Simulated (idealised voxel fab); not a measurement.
Process module in this document: voxel capacitor over wiring
Each square cell in cross-section cut measures 5 nm, and the section as a whole is 225 nm wide.
Cross-section, as written here: a square-cell grid given band by band from the top down, where a band holds one or more rows of cells.
First you get the band's top height and its bottom height, in nm, and then the materials it's made of, left to right, with each width in nm. If you see a single material with "everywhere", that one covers the band edge to edge. "air" is empty space.
Ref level 0: as-received wafer is one material below here. Bottom band extends down with no lower bound ("0 -> down").
Think of "30..40" as a width that walks from the first number to the second as you go down the band, top row to bottom row, taking equal-sized steps from row to row.
Step marked "remains unaltered"? Then no cell in the cross-section changed in it.
So "Voids lacking openings" is basically the list of trapped voids: any empty space of 8 cells or more that can't reach the top through an opening. They're written width x height at distance, the distance being from the left edge, and it's all nm.
Text after the settings on a step's line: the simulator's own remark on that step.
Steps that use a mask can have "overlay nm" on their line. It says how far the mask sat to the right of where it was meant to be. Negative means to the left.
-- Process steps foreseen in the plan
1,RECEIVE,material Si
2,CONFORMAL_DEP,material SiO2,thk nm 15
3,CONFORMAL_DEP,material SiN,thk nm 5
4,DIRECTIONAL_DEP,material SiO2,thk nm 25
5,PATTERN,tone open,mask id METAL_1,material resist,width nm 30,pitch nm 80,thk nm 15,overlay nm 0
6,DIRECTIONAL_ETCH,etch materials SiO2,depth nm 25
7,DIRECTIONAL_ETCH,etch materials SiN,depth nm 5
8,STRIP,etch materials resist
9,CONFORMAL_DEP,material TiN,thk nm 5
10,FILL_DEP,material W,thk nm 10
11,CMP,height nm 45
12,CONFORMAL_DEP,material SiCN,thk nm 5
13,DIRECTIONAL_DEP,material lowk,thk nm 15
14,PATTERN,tone open,mask id PLUG_1,material resist,width nm 15,thk nm 20,overlay nm 0
15,DIRECTIONAL_ETCH,etch materials lowk,depth nm 15
16,DIRECTIONAL_ETCH,etch materials SiCN,depth nm 5
17,STRIP,etch materials resist
18,EPI,material Ru,thk nm 10
19,EPI,material Ru,thk nm 10
20,DIRECTIONAL_DEP,material TiN,thk nm 10
21,DIRECTIONAL_DEP,material HfO2,thk nm 5
22,DIRECTIONAL_DEP,material TiN,thk nm 10
23,MASKED_ETCH,tone cover,mask id UPPER_PLATE,width nm 55,etch materials TiN,depth nm 10,overlay nm 0
24,MASKED_ETCH,tone cover,mask id UPPER_PLATE,width nm 55,etch materials HfO2,depth nm 5,overlay nm 0
25,MASKED_ETCH,tone cover,mask id LOWER_PLATE,width nm 65,etch materials TiN,depth nm 10,overlay nm 0
26,FILL_DEP,material SiO2,thk nm 20
27,CMP,height nm 105
28,PATTERN,tone open,mask id PLUG_2,material resist,width nm 15,thk nm 15,overlay nm 0
29,DIRECTIONAL_ETCH,etch materials SiO2,depth nm 15
30,STRIP,etch materials resist
31,CONFORMAL_DEP,material TiN,thk nm 5
32,FILL_DEP,material Ru,thk nm 10
33,CMP,height nm 105
34,CONFORMAL_DEP,material SiN,thk nm 5
-- First of two wafers - as planned
-- This is the cross-section of the wafer as we received it, i.e. after step 1
  0 -> down: Si everywhere
  Voids lacking openings: none
-- How the wafer stands in section after step 2
  15 -> 0: SiO2 everywhere
  Below a height of 0, the structure has not been altered.
-- How the wafer stands in section after step 3
  20 -> 15: SiN everywhere
  Below a height of 15, the structure has not been altered.
-- How the wafer stands in section after step 4
  45 -> 20: SiO2 everywhere
  Below a height of 20, the structure has not been altered.
-- How the wafer stands in section after step 5
  60 -> 45: 55 nm resist / 30 nm air / 50 nm resist / 30 nm air / 60 nm resist
  Below a height of 45, the structure has not been altered.
-- How the wafer stands in section after step 6
  60 -> 45: 55 nm resist / 30 nm air / 50 nm resist / 30 nm air / 60 nm resist
  45 -> 20: 55 nm SiO2 / 30 nm air / 50 nm SiO2 / 30 nm air / 60 nm SiO2
  Below a height of 20, the structure has not been altered.
-- How the wafer stands in section after step 7
  60 -> 45: 55 nm resist / 30 nm air / 50 nm resist / 30 nm air / 60 nm resist
  45 -> 20: 55 nm SiO2 / 30 nm air / 50 nm SiO2 / 30 nm air / 60 nm SiO2
  20 -> 15: 55 nm SiN / 30 nm air / 50 nm SiN / 30 nm air / 60 nm SiN
  Below a height of 15, the structure has not been altered.
-- How the wafer stands in section after step 8
  45 -> 20: 55 nm SiO2 / 30 nm air / 50 nm SiO2 / 30 nm air / 60 nm SiO2
  Below a height of 20, the structure has not been altered.
-- How the wafer stands in section after step 9
  50 -> 45: 60 nm TiN / 20 nm air / 60 nm TiN / 20 nm air / 65 nm TiN
  45 -> 20: 55 nm SiO2 / 5 nm TiN / 20 nm air / 5 nm TiN / 50 nm SiO2 / 5 nm TiN / 20 nm air / 5 nm TiN / 60 nm SiO2
  20 -> 15: 55 nm SiN / 30 nm TiN / 50 nm SiN / 30 nm TiN / 60 nm SiN
  Below a height of 15, the structure has not been altered.
-- How the wafer stands in section after step 10
  60 -> 50: W everywhere
  50 -> 45: 60 nm TiN / 20 nm W / 60 nm TiN / 20 nm W / 65 nm TiN
  45 -> 20: 55 nm SiO2 / 5 nm TiN / 20 nm W / 5 nm TiN / 50 nm SiO2 / 5 nm TiN / 20 nm W / 5 nm TiN / 60 nm SiO2
  Below a height of 20, the structure has not been altered.
-- How the wafer stands in section after step 11
  45 -> 20: 55 nm SiO2 / 5 nm TiN / 20 nm W / 5 nm TiN / 50 nm SiO2 / 5 nm TiN / 20 nm W / 5 nm TiN / 60 nm SiO2
  Below a height of 20, the structure has not been altered.
-- How the wafer stands in section after step 12
  50 -> 45: SiCN everywhere
  Below a height of 45, the structure has not been altered.
-- How the wafer stands in section after step 13
  65 -> 50: lowk everywhere
  Below a height of 50, the structure has not been altered.
-- How the wafer stands in section after step 14
  85 -> 65: 70 nm resist / 15 nm air / 140 nm resist
  Below a height of 65, the structure has not been altered.
-- How the wafer stands in section after step 15
  85 -> 65: 70 nm resist / 15 nm air / 140 nm resist
  65 -> 50: 70 nm lowk / 15 nm air / 140 nm lowk
  Below a height of 50, the structure has not been altered.
-- How the wafer stands in section after step 16
  85 -> 65: 70 nm resist / 15 nm air / 140 nm resist
  65 -> 50: 70 nm lowk / 15 nm air / 140 nm lowk
  50 -> 45: 70 nm SiCN / 15 nm air / 140 nm SiCN
  Below a height of 45, the structure has not been altered.
-- How the wafer stands in section after step 17
  65 -> 50: 70 nm lowk / 15 nm air / 140 nm lowk
  Below a height of 50, the structure has not been altered.
-- How the wafer stands in section after step 18
  65 -> 55: 70 nm lowk / 15 nm air / 140 nm lowk
  55 -> 50: 70 nm lowk / 15 nm Ru / 140 nm lowk
  50 -> 45: 70 nm SiCN / 15 nm Ru / 140 nm SiCN
  Below a height of 45, the structure has not been altered.
-- How the wafer stands in section after step 19
  65 -> 50: 70 nm lowk / 15 nm Ru / 140 nm lowk
  Below a height of 50, the structure has not been altered.
-- How the wafer stands in section after step 20
  75 -> 65: TiN everywhere
  Below a height of 65, the structure has not been altered.
-- How the wafer stands in section after step 21
  80 -> 75: HfO2 everywhere
  Below a height of 75, the structure has not been altered.
-- How the wafer stands in section after step 22
  90 -> 80: TiN everywhere
  Below a height of 80, the structure has not been altered.
-- How the wafer stands in section after step 23
  90 -> 80: 70 nm air / 55 nm TiN / 100 nm air
  Below a height of 80, the structure has not been altered.
-- How the wafer stands in section after step 24
  90 -> 80: 70 nm air / 55 nm TiN / 100 nm air
  80 -> 75: 70 nm air / 55 nm HfO2 / 100 nm air
  Below a height of 75, the structure has not been altered.
-- How the wafer stands in section after step 25
  90 -> 80: 70 nm air / 55 nm TiN / 100 nm air
  80 -> 75: 70 nm air / 55 nm HfO2 / 100 nm air
  75 -> 65: 65 nm air / 65 nm TiN / 95 nm air
  Below a height of 65, the structure has not been altered.
-- How the wafer stands in section after step 26
  110 -> 90: SiO2 everywhere
  90 -> 80: 70 nm SiO2 / 55 nm TiN / 100 nm SiO2
  80 -> 75: 70 nm SiO2 / 55 nm HfO2 / 100 nm SiO2
  75 -> 65: 65 nm SiO2 / 65 nm TiN / 95 nm SiO2
  Below a height of 65, the structure has not been altered.
-- How the wafer stands in section after step 27
  105 -> 90: SiO2 everywhere
  Below a height of 90, the structure has not been altered.
-- How the wafer stands in section after step 28
  120 -> 105: 80 nm resist / 15 nm air / 130 nm resist
  Below a height of 105, the structure has not been altered.
-- How the wafer stands in section after step 29
  120 -> 105: 80 nm resist / 15 nm air / 130 nm resist
  105 -> 90: 80 nm SiO2 / 15 nm air / 130 nm SiO2
  Below a height of 90, the structure has not been altered.
-- How the wafer stands in section after step 30
  105 -> 90: 80 nm SiO2 / 15 nm air / 130 nm SiO2
  Below a height of 90, the structure has not been altered.
-- How the wafer stands in section after step 31
  110 -> 105: 85 nm TiN / 5 nm air / 135 nm TiN
  105 -> 95: 80 nm SiO2 / 5 nm TiN / 5 nm air / 5 nm TiN / 130 nm SiO2
  95 -> 90: 80 nm SiO2 / 15 nm TiN / 130 nm SiO2
  Below a height of 90, the structure has not been altered.
-- How the wafer stands in section after step 32
  120 -> 110: Ru everywhere
  110 -> 105: 85 nm TiN / 5 nm Ru / 135 nm TiN
  105 -> 95: 80 nm SiO2 / 5 nm TiN / 5 nm Ru / 5 nm TiN / 130 nm SiO2
  Below a height of 95, the structure has not been altered.
-- How the wafer stands in section after step 33
  105 -> 95: 80 nm SiO2 / 5 nm TiN / 5 nm Ru / 5 nm TiN / 130 nm SiO2
  Below a height of 95, the structure has not been altered.
-- How the wafer stands in section after step 34
  110 -> 105: SiN everywhere
  Below a height of 105, the structure has not been altered.
-- The second wafer was prepared from the same starting point and under the same plan as the first; its processing contained one mistake, and it remains indistinguishable from the first wafer up to and including step 13
-- Second wafer: cross-section at the scheduled end of step 14
  85 -> 65: 80 nm resist / 15 nm air / 130 nm resist
  Below a height of 65, the structure has not been altered.
-- Second wafer: cross-section at the scheduled end of step 15
  85 -> 65: 80 nm resist / 15 nm air / 130 nm resist
  65 -> 50: 80 nm lowk / 15 nm air / 130 nm lowk
  Below a height of 50, the structure has not been altered.
-- Second wafer: cross-section at the scheduled end of step 16
  85 -> 65: 80 nm resist / 15 nm air / 130 nm resist
  65 -> 50: 80 nm lowk / 15 nm air / 130 nm lowk
  50 -> 45: 80 nm SiCN / 15 nm air / 130 nm SiCN
  Below a height of 45, the structure has not been altered.
-- Second wafer: cross-section at the scheduled end of step 17
  65 -> 50: 80 nm lowk / 15 nm air / 130 nm lowk
  Below a height of 50, the structure has not been altered.
-- Second wafer: cross-section at the scheduled end of step 18
  65 -> 55: 80 nm lowk / 15 nm air / 130 nm lowk
  55 -> 50: 80 nm lowk / 15 nm Ru / 130 nm lowk
  50 -> 45: 80 nm SiCN / 15 nm Ru / 130 nm SiCN
  Below a height of 45, the structure has not been altered.
-- Second wafer: cross-section at the scheduled end of step 19
  65 -> 50: 80 nm lowk / 15 nm Ru / 130 nm lowk
  Below a height of 50, the structure has not been altered.
-- Second wafer: cross-section at the scheduled end of step 20
  75 -> 65: TiN everywhere
  Below a height of 65, the structure has not been altered.
-- Second wafer: cross-section at the scheduled end of step 21
  80 -> 75: HfO2 everywhere
  Below a height of 75, the structure has not been altered.
-- Second wafer: cross-section at the scheduled end of step 22
  90 -> 80: TiN everywhere
  Below a height of 80, the structure has not been altered.
-- Second wafer: cross-section at the scheduled end of step 23
  90 -> 80: 70 nm air / 55 nm TiN / 100 nm air
  Below a height of 80, the structure has not been altered.
-- Second wafer: cross-section at the scheduled end of step 24
  90 -> 80: 70 nm air / 55 nm TiN / 100 nm air
  80 -> 75: 70 nm air / 55 nm HfO2 / 100 nm air
  Below a height of 75, the structure has not been altered.
-- Second wafer: cross-section at the scheduled end of step 25
  90 -> 80: 70 nm air / 55 nm TiN / 100 nm air
  80 -> 75: 70 nm air / 55 nm HfO2 / 100 nm air
  75 -> 65: 65 nm air / 65 nm TiN / 95 nm air
  Below a height of 65, the structure has not been altered.
-- Second wafer: cross-section at the scheduled end of step 26
  110 -> 90: SiO2 everywhere
  90 -> 80: 70 nm SiO2 / 55 nm TiN / 100 nm SiO2
  80 -> 75: 70 nm SiO2 / 55 nm HfO2 / 100 nm SiO2
  75 -> 65: 65 nm SiO2 / 65 nm TiN / 95 nm SiO2
  Below a height of 65, the structure has not been altered.
-- Second wafer: cross-section at the scheduled end of step 27
  105 -> 90: SiO2 everywhere
  Below a height of 90, the structure has not been altered.
-- Second wafer: cross-section at the scheduled end of step 28
  120 -> 105: 80 nm resist / 15 nm air / 130 nm resist
  Below a height of 105, the structure has not been altered.
-- Second wafer: cross-section at the scheduled end of step 29
  120 -> 105: 80 nm resist / 15 nm air / 130 nm resist
  105 -> 90: 80 nm SiO2 / 15 nm air / 130 nm SiO2
  Below a height of 90, the structure has not been altered.
-- Second wafer: cross-section at the scheduled end of step 30
  105 -> 90: 80 nm SiO2 / 15 nm air / 130 nm SiO2
  Below a height of 90, the structure has not been altered.
-- Second wafer: cross-section at the scheduled end of step 31
  110 -> 105: 85 nm TiN / 5 nm air / 135 nm TiN
  105 -> 95: 80 nm SiO2 / 5 nm TiN / 5 nm air / 5 nm TiN / 130 nm SiO2
  95 -> 90: 80 nm SiO2 / 15 nm TiN / 130 nm SiO2
  Below a height of 90, the structure has not been altered.
-- Second wafer: cross-section at the scheduled end of step 32
  120 -> 110: Ru everywhere
  110 -> 105: 85 nm TiN / 5 nm Ru / 135 nm TiN
  105 -> 95: 80 nm SiO2 / 5 nm TiN / 5 nm Ru / 5 nm TiN / 130 nm SiO2
  Below a height of 95, the structure has not been altered.
-- Second wafer: cross-section at the scheduled end of step 33
  105 -> 95: 80 nm SiO2 / 5 nm TiN / 5 nm Ru / 5 nm TiN / 130 nm SiO2
  Below a height of 95, the structure has not been altered.
-- Second wafer: cross-section at the scheduled end of step 34
  110 -> 105: SiN everywhere
  Below a height of 105, the structure has not been altered.
Where did the run depart from the plan? for step 14, the planned setting was not used; the step was instead run as PATTERN,tone open,mask id PLUG_1,material resist,width nm 15,thk nm 20,overlay nm 10
If you tally the cells, the second wafer ends up with the same amount of every material as the first; it's all just sitting in different places.
